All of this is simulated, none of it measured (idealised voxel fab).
process module | voxel wiring stack
cross-section cut | 275 nm wide | cells 5 nm
A cross-section is a grid of square cells, given in bands from the top down. A band is one or more rows of cells.
Each band's line starts with the height of the band's top and of its bottom, in nm. Then come its materials from left to right, each with its width in nm. One material with "throughout" fills the band from edge to edge. "air" is empty space.
Height 0 is the level under which the wafer as received is all one material. The lowest band goes on downwards, as in "0 down".
A width such as "30 to 40" changes by the same amount from each row of cells to the next, from the band's top row to its bottom row.
"no change" after a step means that no cell of the cross-section changed.
closed voids: empty space of 8 cells or more with no open way to the top, each as width x height at its distance from the left edge, in nm
after a step's settings: what the simulator itself notes on the step
overlay nm, on a step with a mask: how far to the right of its planned place the mask lay; to the left if negative
Each pair below shows a cross-section before one step and the cross-section after it, down to the lowest band that changed. The line under each pair gives the step between them, with its settings. The pairs can come from different runs of this module on the same starting wafer, so a pair continues from the pair above only where its "before" says so.
before
  0 down: Si throughout
  closed voids: none
after
  15 to 0: SiO2 throughout
  below 0: unchanged
  closed voids: none
the step between: op CONFORMAL_DEP | material SiO2 | thk nm 15
before: the cross-section after the pair above
after
  20 to 15: TiN throughout
  below 15: unchanged
  closed voids: none
the step between: op DIRECTIONAL_DEP | material TiN | thk nm 5
before: the cross-section after the pair above
after
  35 to 20: Ru throughout
  below 20: unchanged
  closed voids: none
the step between: op DIRECTIONAL_DEP | material Ru | thk nm 15
before: the cross-section after the pair above
after
  50 to 35: aC throughout
  below 35: unchanged
  closed voids: none
the step between: op DIRECTIONAL_DEP | material aC | thk nm 15
before: the cross-section after the pair above
after
  85 to 50: air 65 | resist 25 | air 15 | resist 25 | air 15 | resist 25 | air 15 | resist 25 | air 65
  below 50: unchanged
  closed voids: none
the step between: op PATTERN | tone cover | mask id METAL_1 | material resist | width nm 25 | pitch nm 40 | thk nm 35 | overlay nm 0
before: the cross-section after the pair above
after
  70 to 50: air 65 | resist 25 | air 15 | resist 25 | air 15 | resist 25 | air 15 | resist 25 | air 65
  50 to 35: air 65 | aC 25 | air 15 | aC 25 | air 15 | aC 25 | air 15 | aC 25 | air 65
  below 35: unchanged
  closed voids: none
the step between: op DIRECTIONAL_ETCH | etch materials aC | depth nm 15
before: the cross-section after the pair above
after
  50 to 35: air 65 | aC 25 | air 15 | aC 25 | air 15 | aC 25 | air 15 | aC 25 | air 65
  below 35: unchanged
  closed voids: none
the step between: op STRIP | etch materials resist
before: the cross-section after the pair above
after
  50 to 35: air 65 | aC 25 | air 15 | aC 25 | air 15 | aC 25 | air 15 | aC 25 | air 65
  35 to 20: air 65 | Ru 25 | air 15 | Ru 25 | air 15 | Ru 25 | air 15 | Ru 25 | air 65
  below 20: unchanged
  closed voids: none
the step between: op DIRECTIONAL_ETCH | etch materials Ru | depth nm 15
before: the cross-section after the pair above
after
  50 to 35: air 65 | aC 25 | air 15 | aC 25 | air 15 | aC 25 | air 15 | aC 25 | air 65
  35 to 20: air 65 | Ru 25 | air 15 | Ru 25 | air 15 | Ru 25 | air 15 | Ru 25 | air 65
  20 to 15: air 65 | TiN 25 | air 15 | TiN 25 | air 15 | TiN 25 | air 15 | TiN 25 | air 65
  below 15: unchanged
  closed voids: none
the step between: op DIRECTIONAL_ETCH | etch materials TiN | depth nm 5
before: the cross-section after the pair above
after
  35 to 20: air 65 | Ru 25 | air 15 | Ru 25 | air 15 | Ru 25 | air 15 | Ru 25 | air 65
  below 20: unchanged
  closed voids: none
the step between: op STRIP | etch materials aC
before: the cross-section after the pair above
after
  40 to 35: lowk throughout
  35 to 20: lowk 65 | Ru 25 | lowk 15 | Ru 25 | lowk 15 | Ru 25 | lowk 15 | Ru 25 | lowk 65
  20 to 15: lowk 65 | TiN 25 | lowk 15 | TiN 25 | lowk 15 | TiN 25 | lowk 15 | TiN 25 | lowk 65
  below 15: unchanged
  closed voids: none
the step between: op FILL_DEP | material lowk | thk nm 5
before: the cross-section after the pair above
after
  35 to 20: lowk 65 | Ru 25 | lowk 15 | Ru 25 | lowk 15 | Ru 25 | lowk 15 | Ru 25 | lowk 65
  below 20: unchanged
  closed voids: none
the step between: op CMP | height nm 35
before: the cross-section after the pair above
after
  40 to 35: SiCN throughout
  below 35: unchanged
  closed voids: none
the step between: op CONFORMAL_DEP | material SiCN | thk nm 5
before: the cross-section after the pair above
after
  55 to 40: lowk throughout
  below 40: unchanged
  closed voids: none
the step between: op DIRECTIONAL_DEP | material lowk | thk nm 15
before: the cross-section after the pair above
after
  70 to 55: aC throughout
  below 55: unchanged
  closed voids: none
the step between: op DIRECTIONAL_DEP | material aC | thk nm 15
before: the cross-section after the pair above
after
  105 to 70: resist 65 | air 15 | resist 25 | air 15 | resist 25 | air 15 | resist 25 | air 15 | resist 75
  below 70: unchanged
  closed voids: none
the step between: op PATTERN | tone open | mask id PLUG_1 | material resist | width nm 15 | pitch nm 40 | thk nm 35 | overlay nm 0
before: the cross-section after the pair above
after
  90 to 70: resist 65 | air 15 | resist 25 | air 15 | resist 25 | air 15 | resist 25 | air 15 | resist 75
  70 to 55: aC 65 | air 15 | aC 25 | air 15 | aC 25 | air 15 | aC 25 | air 15 | aC 75
  below 55: unchanged
  closed voids: none
the step between: op DIRECTIONAL_ETCH | etch materials aC | depth nm 15
before: the cross-section after the pair above
after
  70 to 55: aC 65 | air 15 | aC 25 | air 15 | aC 25 | air 15 | aC 25 | air 15 | aC 75
  below 55: unchanged
  closed voids: none
the step between: op STRIP | etch materials resist
before: the cross-section after the pair above
after
  70 to 55: aC 65 | air 15 | aC 25 | air 15 | aC 25 | air 15 | aC 25 | air 15 | aC 75
  55 to 40: lowk 65 | air 15 | lowk 25 | air 15 | lowk 25 | air 15 | lowk 25 | air 15 | lowk 75
  below 40: unchanged
  closed voids: none
the step between: op DIRECTIONAL_ETCH | etch materials lowk | depth nm 15
before: the cross-section after the pair above
after
  70 to 55: aC 65 | air 15 | aC 25 | air 15 | aC 25 | air 15 | aC 25 | air 15 | aC 75
  55 to 40: lowk 65 | air 15 | lowk 25 | air 15 | lowk 25 | air 15 | lowk 25 | air 15 | lowk 75
  40 to 35: SiCN 65 | air 15 | SiCN 25 | air 15 | SiCN 25 | air 15 | SiCN 25 | air 15 | SiCN 75
  below 35: unchanged
  closed voids: none
the step between: op DIRECTIONAL_ETCH | etch materials SiCN | depth nm 5
before: the cross-section after the pair above
after
  55 to 40: lowk 65 | air 15 | lowk 25 | air 15 | lowk 25 | air 15 | lowk 25 | air 15 | lowk 75
  below 40: unchanged
  closed voids: none
the step between: op STRIP | etch materials aC
before: the cross-section after the pair above
after
  55 to 45: lowk 65 | air 15 | lowk 25 | air 15 | lowk 25 | air 15 | lowk 25 | air 15 | lowk 75
  45 to 40: lowk 65 | Ru 15 | lowk 25 | Ru 15 | lowk 25 | Ru 15 | lowk 25 | Ru 15 | lowk 75
  40 to 35: SiCN 65 | Ru 15 | SiCN 25 | Ru 15 | SiCN 25 | Ru 15 | SiCN 25 | Ru 15 | SiCN 75
  below 35: unchanged
  closed voids: none
the step between: op EPI | material Ru | thk nm 10
before: the cross-section after the pair above
after
  55 to 40: lowk 65 | Ru 15 | lowk 25 | Ru 15 | lowk 25 | Ru 15 | lowk 25 | Ru 15 | lowk 75
  below 40: unchanged
  closed voids: none
the step between: op EPI | material Ru | thk nm 10
before: the cross-section after the pair above
after
  60 to 55: SiN throughout
  below 55: unchanged
  closed voids: none
the step between: op CONFORMAL_DEP | material SiN | thk nm 5
before: the cross-section after the pair above
after
  75 to 60: SiO2 throughout
  below 60: unchanged
  closed voids: none
the step between: op DIRECTIONAL_DEP | material SiO2 | thk nm 15
before: the cross-section after the pair above
after
  75 to 60: SiO2 65 | air 25 | SiO2 15 | air 25 | SiO2 15 | air 25 | SiO2 15 | air 25 | SiO2 65
  below 60: unchanged
  closed voids: none
the step between: op MASKED_ETCH | tone open | mask id METAL_2 | width nm 25 | pitch nm 40 | etch materials SiO2 | depth nm 15 | overlay nm 0
before: the cross-section after the pair above
after
  75 to 60: SiO2 65 | air 25 | SiO2 15 | air 25 | SiO2 15 | air 25 | SiO2 15 | air 25 | SiO2 65
  60 to 55: SiN 65 | air 25 | SiN 15 | air 25 | SiN 15 | air 25 | SiN 15 | air 25 | SiN 65
  below 55: unchanged
  closed voids: none
the step between: op MASKED_ETCH | tone open | mask id METAL_2 | width nm 25 | pitch nm 40 | etch materials SiN | depth nm 5 | overlay nm 0
before: the cross-section after the pair above
after
  80 to 75: TiN 70 | air 15 | TiN 25 | air 15 | TiN 25 | air 15 | TiN 25 | air 15 | TiN 70
  75 to 60: SiO2 65 | TiN 5 | air 15 | TiN 5 | SiO2 15 | TiN 5 | air 15 | TiN 5 | SiO2 15 | TiN 5 | air 15 | TiN 5 | SiO2 15 | TiN 5 | air 15 | TiN 5 | SiO2 65
  60 to 55: SiN 65 | TiN 25 | SiN 15 | TiN 25 | SiN 15 | TiN 25 | SiN 15 | TiN 25 | SiN 65
  below 55: unchanged
  closed voids: none
the step between: op CONFORMAL_DEP | material TiN | thk nm 5
before: the cross-section after the pair above
after
  85 to 80: Cu throughout
  80 to 75: TiN 70 | Cu 15 | TiN 25 | Cu 15 | TiN 25 | Cu 15 | TiN 25 | Cu 15 | TiN 70
  75 to 60: SiO2 65 | TiN 5 | Cu 15 | TiN 5 | SiO2 15 | TiN 5 | Cu 15 | TiN 5 | SiO2 15 | TiN 5 | Cu 15 | TiN 5 | SiO2 15 | TiN 5 | Cu 15 | TiN 5 | SiO2 65
  below 60: unchanged
  closed voids: none
the step between: op FILL_DEP | material Cu | thk nm 5
before: the cross-section after the pair above
after
  75 to 60: SiO2 65 | TiN 5 | Cu 15 | TiN 5 | SiO2 15 | TiN 5 | Cu 15 | TiN 5 | SiO2 15 | TiN 5 | Cu 15 | TiN 5 | SiO2 15 | TiN 5 | Cu 15 | TiN 5 | SiO2 65
  below 60: unchanged
  closed voids: none
the step between: op CMP | height nm 75
before: the cross-section after the pair above
after
  80 to 75: air 60 | Ru 35 | air 5 | Ru 35 | air 5 | Ru 35 | air 5 | Ru 35 | air 60
  below 75: unchanged
  closed voids: none
the step between: op EPI | material Ru | thk nm 5
before: the cross-section after the pair above
after
  85 to 80: SiCN throughout
  80 to 75: SiCN 60 | Ru 35 | SiCN 5 | Ru 35 | SiCN 5 | Ru 35 | SiCN 5 | Ru 35 | SiCN 60
  below 75: unchanged
  closed voids: none
the step between: op FILL_DEP | material SiCN | thk nm 5
before: the cross-section after the pair above
after
  120 to 85: SiO2 throughout
  below 85: unchanged
  closed voids: none
the step between: op DIRECTIONAL_DEP | material SiO2 | thk nm 35
before: the cross-section after the pair above
after
  120 to 100: SiO2 65 | air 25 | SiO2 15 | air 25 | SiO2 15 | air 25 | SiO2 15 | air 25 | SiO2 65
  below 100: unchanged
  closed voids: none
the step between: op MASKED_ETCH | tone open | mask id METAL_3 | width nm 25 | pitch nm 40 | etch materials SiO2 | depth nm 20 | overlay nm 0
before: the cross-section after the pair above
after
  130 to 120: aC 65 | air 25 | aC 15 | air 25 | aC 15 | air 25 | aC 15 | air 25 | aC 65
  120 to 110: SiO2 65 | air 25 | SiO2 15 | air 25 | SiO2 15 | air 25 | SiO2 15 | air 25 | SiO2 65
  110 to 100: SiO2 65 | aC 25 | SiO2 15 | aC 25 | SiO2 15 | aC 25 | SiO2 15 | aC 25 | SiO2 65
  below 100: unchanged
  closed voids: none
the step between: op DIRECTIONAL_DEP | material aC | thk nm 10
before: the cross-section after the pair above
after
  160 to 130: resist 65 | air 15 | resist 65 | air 15 | resist 115
  130 to 120: aC 65 | air 15 | resist 10 | aC 15 | resist 25 | aC 15 | air 15 | resist 10 | aC 15 | resist 25 | aC 65
  120 to 110: SiO2 65 | air 15 | resist 10 | SiO2 15 | resist 25 | SiO2 15 | air 15 | resist 10 | SiO2 15 | resist 25 | SiO2 65
  below 110: unchanged
  closed voids: none
the step between: op PATTERN | tone open | mask id METAL_3_HOLES | material resist | width nm 15 | pitch nm 80 | thk nm 30 | overlay nm 0
before: the cross-section after the pair above
after
  150 to 130: resist 65 | air 15 | resist 65 | air 15 | resist 115
  130 to 120: aC 65 | air 15 | resist 10 | aC 15 | resist 25 | aC 15 | air 15 | resist 10 | aC 15 | resist 25 | aC 65
  120 to 110: SiO2 65 | air 15 | resist 10 | SiO2 15 | resist 25 | SiO2 15 | air 15 | resist 10 | SiO2 15 | resist 25 | SiO2 65
  110 to 100: SiO2 65 | air 15 | aC 10 | SiO2 15 | aC 25 | SiO2 15 | air 15 | aC 10 | SiO2 15 | aC 25 | SiO2 65
  below 100: unchanged
  closed voids: none
the step between: op DIRECTIONAL_ETCH | etch materials aC | depth nm 10
before: the cross-section after the pair above
after
  130 to 120: aC 65 | air 25 | aC 15 | air 25 | aC 15 | air 25 | aC 15 | air 25 | aC 65
  120 to 110: SiO2 65 | air 25 | SiO2 15 | air 25 | SiO2 15 | air 25 | SiO2 15 | air 25 | SiO2 65
  below 110: unchanged
  closed voids: none
the step between: op STRIP | etch materials resist
before: the cross-section after the pair above
after
  130 to 120: aC 65 | air 25 | aC 15 | air 25 | aC 15 | air 25 | aC 15 | air 25 | aC 65
  120 to 110: SiO2 65 | air 25 | SiO2 15 | air 25 | SiO2 15 | air 25 | SiO2 15 | air 25 | SiO2 65
  110 to 100: SiO2 65 | air 15 | aC 10 | SiO2 15 | aC 25 | SiO2 15 | air 15 | aC 10 | SiO2 15 | aC 25 | SiO2 65
  100 to 85: SiO2 65 | air 15 | SiO2 65 | air 15 | SiO2 115
  below 85: unchanged
  closed voids: none
the step between: op DIRECTIONAL_ETCH | etch materials SiO2 | depth nm 15
before: the cross-section after the pair above
after
  130 to 120: aC 65 | air 25 | aC 15 | air 25 | aC 15 | air 25 | aC 15 | air 25 | aC 65
  120 to 110: SiO2 65 | air 25 | SiO2 15 | air 25 | SiO2 15 | air 25 | SiO2 15 | air 25 | SiO2 65
  110 to 100: SiO2 65 | air 15 | aC 10 | SiO2 15 | aC 25 | SiO2 15 | air 15 | aC 10 | SiO2 15 | aC 25 | SiO2 65
  100 to 85: SiO2 65 | air 15 | SiO2 65 | air 15 | SiO2 115
  85 to 80: SiCN 65 | air 15 | SiCN 65 | air 15 | SiCN 115
  below 80: unchanged
  closed voids: none
the step between: op DIRECTIONAL_ETCH | etch materials SiCN | depth nm 5
before: the cross-section after the pair above
after
  120 to 100: SiO2 65 | air 25 | SiO2 15 | air 25 | SiO2 15 | air 25 | SiO2 15 | air 25 | SiO2 65
  below 100: unchanged
  closed voids: none
the step between: op STRIP | etch materials aC
before: the cross-section after the pair above
after
  125 to 120: TiN 70 | air 15 | TiN 25 | air 15 | TiN 25 | air 15 | TiN 25 | air 15 | TiN 70
  120 to 105: SiO2 65 | TiN 5 | air 15 | TiN 5 | SiO2 15 | TiN 5 | air 15 | TiN 5 | SiO2 15 | TiN 5 | air 15 | TiN 5 | SiO2 15 | TiN 5 | air 15 | TiN 5 | SiO2 65
  105 to 100: SiO2 65 | TiN 5 | air 5 | TiN 15 | SiO2 15 | TiN 25 | SiO2 15 | TiN 5 | air 5 | TiN 15 | SiO2 15 | TiN 25 | SiO2 65
  100 to 85: SiO2 65 | TiN 5 | air 5 | TiN 5 | SiO2 65 | TiN 5 | air 5 | TiN 5 | SiO2 115
  85 to 80: SiCN 65 | TiN 15 | SiCN 65 | TiN 15 | SiCN 115
  below 80: unchanged
  closed voids: none
the step between: op CONFORMAL_DEP | material TiN | thk nm 5
before: the cross-section after the pair above
after
  130 to 125: Cu throughout
  125 to 120: TiN 70 | Cu 15 | TiN 25 | Cu 15 | TiN 25 | Cu 15 | TiN 25 | Cu 15 | TiN 70
  120 to 105: SiO2 65 | TiN 5 | Cu 15 | TiN 5 | SiO2 15 | TiN 5 | Cu 15 | TiN 5 | SiO2 15 | TiN 5 | Cu 15 | TiN 5 | SiO2 15 | TiN 5 | Cu 15 | TiN 5 | SiO2 65
  105 to 100: SiO2 65 | TiN 5 | Cu 5 | TiN 15 | SiO2 15 | TiN 25 | SiO2 15 | TiN 5 | Cu 5 | TiN 15 | SiO2 15 | TiN 25 | SiO2 65
  100 to 85: SiO2 65 | TiN 5 | Cu 5 | TiN 5 | SiO2 65 | TiN 5 | Cu 5 | TiN 5 | SiO2 115
  below 85: unchanged
  closed voids: none
the step between: op FILL_DEP | material Cu | thk nm 5
before: the cross-section after the pair above
after
  120 to 105: SiO2 65 | TiN 5 | Cu 15 | TiN 5 | SiO2 15 | TiN 5 | Cu 15 | TiN 5 | SiO2 15 | TiN 5 | Cu 15 | TiN 5 | SiO2 15 | TiN 5 | Cu 15 | TiN 5 | SiO2 65
  below 105: unchanged
  closed voids: none
the step between: op CMP | height nm 120
before: the cross-section after the pair above
after
  125 to 120: SiN throughout
  below 120: unchanged
  closed voids: none
the step between: op CONFORMAL_DEP | material SiN | thk nm 5
before
  55 to 40: lowk 65 | Ru 15 | lowk 25 | Ru 15 | lowk 25 | Ru 15 | lowk 25 | Ru 15 | lowk 75
  40 to 35: SiCN 65 | Ru 15 | SiCN 25 | Ru 15 | SiCN 25 | Ru 15 | SiCN 25 | Ru 15 | SiCN 75
  35 to 20: lowk 65 | Ru 25 | lowk 15 | Ru 25 | lowk 15 | Ru 25 | lowk 15 | Ru 25 | lowk 65
  20 to 15: lowk 65 | TiN 25 | lowk 15 | TiN 25 | lowk 15 | TiN 25 | lowk 15 | TiN 25 | lowk 65
  15 to 0: SiO2 throughout
  0 down: Si throughout
  closed voids: none
after
  70 to 55: SiO2 throughout
  below 55: unchanged
  closed voids: none
the step between: op DIRECTIONAL_DEP | material SiO2 | thk nm 15
before: the cross-section after the pair above
after
  70 to 55: SiO2 65 | air 25 | SiO2 15 | air 25 | SiO2 15 | air 25 | SiO2 15 | air 25 | SiO2 65
  below 55: unchanged
  closed voids: none
the step between: op MASKED_ETCH | tone open | mask id METAL_2 | width nm 25 | pitch nm 40 | etch materials SiO2 | depth nm 15 | overlay nm 0
before: the cross-section after the pair above
after
  75 to 70: TiN 70 | air 15 | TiN 25 | air 15 | TiN 25 | air 15 | TiN 25 | air 15 | TiN 70
  70 to 60: SiO2 65 | TiN 5 | air 15 | TiN 5 | SiO2 15 | TiN 5 | air 15 | TiN 5 | SiO2 15 | TiN 5 | air 15 | TiN 5 | SiO2 15 | TiN 5 | air 15 | TiN 5 | SiO2 65
  60 to 55: SiO2 65 | TiN 25 | SiO2 15 | TiN 25 | SiO2 15 | TiN 25 | SiO2 15 | TiN 25 | SiO2 65
  below 55: unchanged
  closed voids: none
the step between: op CONFORMAL_DEP | material TiN | thk nm 5
before: the cross-section after the pair above
after
  80 to 75: Cu throughout
  75 to 70: TiN 70 | Cu 15 | TiN 25 | Cu 15 | TiN 25 | Cu 15 | TiN 25 | Cu 15 | TiN 70
  70 to 60: SiO2 65 | TiN 5 | Cu 15 | TiN 5 | SiO2 15 | TiN 5 | Cu 15 | TiN 5 | SiO2 15 | TiN 5 | Cu 15 | TiN 5 | SiO2 15 | TiN 5 | Cu 15 | TiN 5 | SiO2 65
  below 60: unchanged
  closed voids: none
the step between: op FILL_DEP | material Cu | thk nm 5
before: the cross-section after the pair above
after
  75 to 70: TiN 70 | Cu 15 | TiN 25 | Cu 15 | TiN 25 | Cu 15 | TiN 25 | Cu 15 | TiN 70
  below 70: unchanged
  closed voids: none
the step between: op CMP | height nm 75
before: the cross-section after the pair above
after
  80 to 75: Ru throughout
  below 75: unchanged
  closed voids: none
the step between: op EPI | material Ru | thk nm 5
before: the cross-section after the pair above
after
  85 to 80: SiCN throughout
  below 80: unchanged
  closed voids: none
the step between: op FILL_DEP | material SiCN | thk nm 5
before: the cross-section after the pair above
after
  120 to 85: SiO2 throughout
  below 85: unchanged
  closed voids: none
the step between: op DIRECTIONAL_DEP | material SiO2 | thk nm 35
before: the cross-section after the pair above
after
  120 to 100: SiO2 65 | air 25 | SiO2 15 | air 25 | SiO2 15 | air 25 | SiO2 15 | air 25 | SiO2 65
  below 100: unchanged
  closed voids: none
the step between: op MASKED_ETCH | tone open | mask id METAL_3 | width nm 25 | pitch nm 40 | etch materials SiO2 | depth nm 20 | overlay nm 0
before: the cross-section after the pair above
after
  130 to 120: aC 65 | air 25 | aC 15 | air 25 | aC 15 | air 25 | aC 15 | air 25 | aC 65
  120 to 110: SiO2 65 | air 25 | SiO2 15 | air 25 | SiO2 15 | air 25 | SiO2 15 | air 25 | SiO2 65
  110 to 100: SiO2 65 | aC 25 | SiO2 15 | aC 25 | SiO2 15 | aC 25 | SiO2 15 | aC 25 | SiO2 65
  below 100: unchanged
  closed voids: none
the step between: op DIRECTIONAL_DEP | material aC | thk nm 10
before: the cross-section after the pair above
after
  160 to 130: resist 65 | air 15 | resist 65 | air 15 | resist 115
  130 to 120: aC 65 | air 15 | resist 10 | aC 15 | resist 25 | aC 15 | air 15 | resist 10 | aC 15 | resist 25 | aC 65
  120 to 110: SiO2 65 | air 15 | resist 10 | SiO2 15 | resist 25 | SiO2 15 | air 15 | resist 10 | SiO2 15 | resist 25 | SiO2 65
  below 110: unchanged
  closed voids: none
the step between: op PATTERN | tone open | mask id METAL_3_HOLES | material resist | width nm 15 | pitch nm 80 | thk nm 30 | overlay nm 0
before: the cross-section after the pair above
after
  150 to 130: resist 65 | air 15 | resist 65 | air 15 | resist 115
  130 to 120: aC 65 | air 15 | resist 10 | aC 15 | resist 25 | aC 15 | air 15 | resist 10 | aC 15 | resist 25 | aC 65
  120 to 110: SiO2 65 | air 15 | resist 10 | SiO2 15 | resist 25 | SiO2 15 | air 15 | resist 10 | SiO2 15 | resist 25 | SiO2 65
  110 to 100: SiO2 65 | air 15 | aC 10 | SiO2 15 | aC 25 | SiO2 15 | air 15 | aC 10 | SiO2 15 | aC 25 | SiO2 65
  below 100: unchanged
  closed voids: none
the step between: op DIRECTIONAL_ETCH | etch materials aC | depth nm 10
before: the cross-section after the pair above
after
  130 to 120: aC 65 | air 25 | aC 15 | air 25 | aC 15 | air 25 | aC 15 | air 25 | aC 65
  120 to 110: SiO2 65 | air 25 | SiO2 15 | air 25 | SiO2 15 | air 25 | SiO2 15 | air 25 | SiO2 65
  below 110: unchanged
  closed voids: none
the step between: op STRIP | etch materials resist
before: the cross-section after the pair above
after
  130 to 120: aC 65 | air 25 | aC 15 | air 25 | aC 15 | air 25 | aC 15 | air 25 | aC 65
  120 to 110: SiO2 65 | air 25 | SiO2 15 | air 25 | SiO2 15 | air 25 | SiO2 15 | air 25 | SiO2 65
  110 to 100: SiO2 65 | air 15 | aC 10 | SiO2 15 | aC 25 | SiO2 15 | air 15 | aC 10 | SiO2 15 | aC 25 | SiO2 65
  100 to 85: SiO2 65 | air 15 | SiO2 65 | air 15 | SiO2 115
  below 85: unchanged
  closed voids: none
the step between: op DIRECTIONAL_ETCH | etch materials SiO2 | depth nm 15
before: the cross-section after the pair above
after
  130 to 120: aC 65 | air 25 | aC 15 | air 25 | aC 15 | air 25 | aC 15 | air 25 | aC 65
  120 to 110: SiO2 65 | air 25 | SiO2 15 | air 25 | SiO2 15 | air 25 | SiO2 15 | air 25 | SiO2 65
  110 to 100: SiO2 65 | air 15 | aC 10 | SiO2 15 | aC 25 | SiO2 15 | air 15 | aC 10 | SiO2 15 | aC 25 | SiO2 65
  100 to 85: SiO2 65 | air 15 | SiO2 65 | air 15 | SiO2 115
  85 to 80: SiCN 65 | air 15 | SiCN 65 | air 15 | SiCN 115
  below 80: unchanged
  closed voids: none
the step between: op DIRECTIONAL_ETCH | etch materials SiCN | depth nm 5
before: the cross-section after the pair above
after
  120 to 100: SiO2 65 | air 25 | SiO2 15 | air 25 | SiO2 15 | air 25 | SiO2 15 | air 25 | SiO2 65
  below 100: unchanged
  closed voids: none
the step between: op STRIP | etch materials aC
before: the cross-section after the pair above
after
  125 to 120: TiN 70 | air 15 | TiN 25 | air 15 | TiN 25 | air 15 | TiN 25 | air 15 | TiN 70
  120 to 105: SiO2 65 | TiN 5 | air 15 | TiN 5 | SiO2 15 | TiN 5 | air 15 | TiN 5 | SiO2 15 | TiN 5 | air 15 | TiN 5 | SiO2 15 | TiN 5 | air 15 | TiN 5 | SiO2 65
  105 to 100: SiO2 65 | TiN 5 | air 5 | TiN 15 | SiO2 15 | TiN 25 | SiO2 15 | TiN 5 | air 5 | TiN 15 | SiO2 15 | TiN 25 | SiO2 65
  100 to 85: SiO2 65 | TiN 5 | air 5 | TiN 5 | SiO2 65 | TiN 5 | air 5 | TiN 5 | SiO2 115
  85 to 80: SiCN 65 | TiN 15 | SiCN 65 | TiN 15 | SiCN 115
  below 80: unchanged
  closed voids: none
the step between: op CONFORMAL_DEP | material TiN | thk nm 5
before: the cross-section after the pair above
after
  130 to 125: Cu throughout
  125 to 120: TiN 70 | Cu 15 | TiN 25 | Cu 15 | TiN 25 | Cu 15 | TiN 25 | Cu 15 | TiN 70
  120 to 105: SiO2 65 | TiN 5 | Cu 15 | TiN 5 | SiO2 15 | TiN 5 | Cu 15 | TiN 5 | SiO2 15 | TiN 5 | Cu 15 | TiN 5 | SiO2 15 | TiN 5 | Cu 15 | TiN 5 | SiO2 65
  105 to 100: SiO2 65 | TiN 5 | Cu 5 | TiN 15 | SiO2 15 | TiN 25 | SiO2 15 | TiN 5 | Cu 5 | TiN 15 | SiO2 15 | TiN 25 | SiO2 65
  100 to 85: SiO2 65 | TiN 5 | Cu 5 | TiN 5 | SiO2 65 | TiN 5 | Cu 5 | TiN 5 | SiO2 115
  below 85: unchanged
  closed voids: none
the step between: op FILL_DEP | material Cu | thk nm 5
before: the cross-section after the pair above
after
  120 to 105: SiO2 65 | TiN 5 | Cu 15 | TiN 5 | SiO2 15 | TiN 5 | Cu 15 | TiN 5 | SiO2 15 | TiN 5 | Cu 15 | TiN 5 | SiO2 15 | TiN 5 | Cu 15 | TiN 5 | SiO2 65
  below 105: unchanged
  closed voids: none
the step between: op CMP | height nm 120
before: the cross-section after the pair above
after
  125 to 120: SiN throughout
  below 120: unchanged
  closed voids: none
the step between: op CONFORMAL_DEP | material SiN | thk nm 5
before
  55 to 40: lowk 65 | Ru 15 | lowk 25 | Ru 15 | lowk 25 | Ru 15 | lowk 25 | Ru 15 | lowk 75
  40 to 35: SiCN 65 | Ru 15 | SiCN 25 | Ru 15 | SiCN 25 | Ru 15 | SiCN 25 | Ru 15 | SiCN 75
  35 to 20: lowk 65 | Ru 25 | lowk 15 | Ru 25 | lowk 15 | Ru 25 | lowk 15 | Ru 25 | lowk 65
  20 to 15: lowk 65 | TiN 25 | lowk 15 | TiN 25 | lowk 15 | TiN 25 | lowk 15 | TiN 25 | lowk 65
  15 to 0: SiO2 throughout
  0 down: Si throughout
  closed voids: none
after
  65 to 55: air 55 | Ru 35 | air 5 | Ru 35 | air 5 | Ru 35 | air 5 | Ru 35 | air 65
  below 55: unchanged
  closed voids: none
the step between: op EPI | material Ru | thk nm 10
before: the cross-section after the pair above
after
  70 to 65: air 50 | SiN 165 | air 60
  65 to 60: air 50 | SiN 5 | Ru 35 | SiN 5 | Ru 35 | SiN 5 | Ru 35 | SiN 5 | Ru 35 | SiN 5 | air 60
  60 to 55: SiN 55 | Ru 35 | SiN 5 | Ru 35 | SiN 5 | Ru 35 | SiN 5 | Ru 35 | SiN 65
  below 55: unchanged
  closed voids: none
the step between: op CONFORMAL_DEP | material SiN | thk nm 5
before: the cross-section after the pair above
after
  85 to 75: air 50 | SiO2 165 | air 60
  75 to 70: SiO2 throughout
  70 to 65: SiO2 50 | SiN 165 | SiO2 60
  65 to 60: SiO2 50 | SiN 5 | Ru 35 | SiN 5 | Ru 35 | SiN 5 | Ru 35 | SiN 5 | Ru 35 | SiN 5 | SiO2 60
  below 60: unchanged
  closed voids: none
the step between: op DIRECTIONAL_DEP | material SiO2 | thk nm 15
before: the cross-section after the pair above
after
  85 to 75: air 50 | SiO2 15 | air 25 | SiO2 15 | air 25 | SiO2 15 | air 25 | SiO2 15 | air 25 | SiO2 5 | air 60
  75 to 70: SiO2 65 | air 25 | SiO2 15 | air 25 | SiO2 15 | air 25 | SiO2 15 | air 25 | SiO2 65
  below 70: unchanged
  closed voids: none
the step between: op MASKED_ETCH | tone open | mask id METAL_2 | width nm 25 | pitch nm 40 | etch materials SiO2 | depth nm 15 | overlay nm 0
before: the cross-section after the pair above
after
  85 to 75: air 50 | SiO2 15 | air 25 | SiO2 15 | air 25 | SiO2 15 | air 25 | SiO2 15 | air 25 | SiO2 5 | air 60
  75 to 70: SiO2 65 | air 25 | SiO2 15 | air 25 | SiO2 15 | air 25 | SiO2 15 | air 25 | SiO2 65
  70 to 65: SiO2 50 | SiN 15 | air 25 | SiN 15 | air 25 | SiN 15 | air 25 | SiN 15 | air 25 | SiN 5 | SiO2 60
  below 65: unchanged
  closed voids: none
the step between: op MASKED_ETCH | tone open | mask id METAL_2 | width nm 25 | pitch nm 40 | etch materials SiN | depth nm 5 | overlay nm 0
before: the cross-section after the pair above
after
  90 to 85: air 45 | TiN 25 | air 15 | TiN 25 | air 15 | TiN 25 | air 15 | TiN 25 | air 15 | TiN 15 | air 55
  85 to 80: air 45 | TiN 5 | SiO2 15 | TiN 5 | air 15 | TiN 5 | SiO2 15 | TiN 5 | air 15 | TiN 5 | SiO2 15 | TiN 5 | air 15 | TiN 5 | SiO2 15 | TiN 5 | air 15 | TiN 5 | SiO2 5 | TiN 5 | air 55
  80 to 75: TiN 50 | SiO2 15 | TiN 5 | air 15 | TiN 5 | SiO2 15 | TiN 5 | air 15 | TiN 5 | SiO2 15 | TiN 5 | air 15 | TiN 5 | SiO2 15 | TiN 5 | air 15 | TiN 5 | SiO2 5 | TiN 60
  75 to 70: SiO2 65 | TiN 5 | air 15 | TiN 5 | SiO2 15 | TiN 5 | air 15 | TiN 5 | SiO2 15 | TiN 5 | air 15 | TiN 5 | SiO2 15 | TiN 5 | air 15 | TiN 5 | SiO2 65
  70 to 65: SiO2 50 | SiN 15 | TiN 25 | SiN 15 | TiN 25 | SiN 15 | TiN 25 | SiN 15 | TiN 25 | SiN 5 | SiO2 60
  below 65: unchanged
  closed voids: none
the step between: op CONFORMAL_DEP | material TiN | thk nm 5
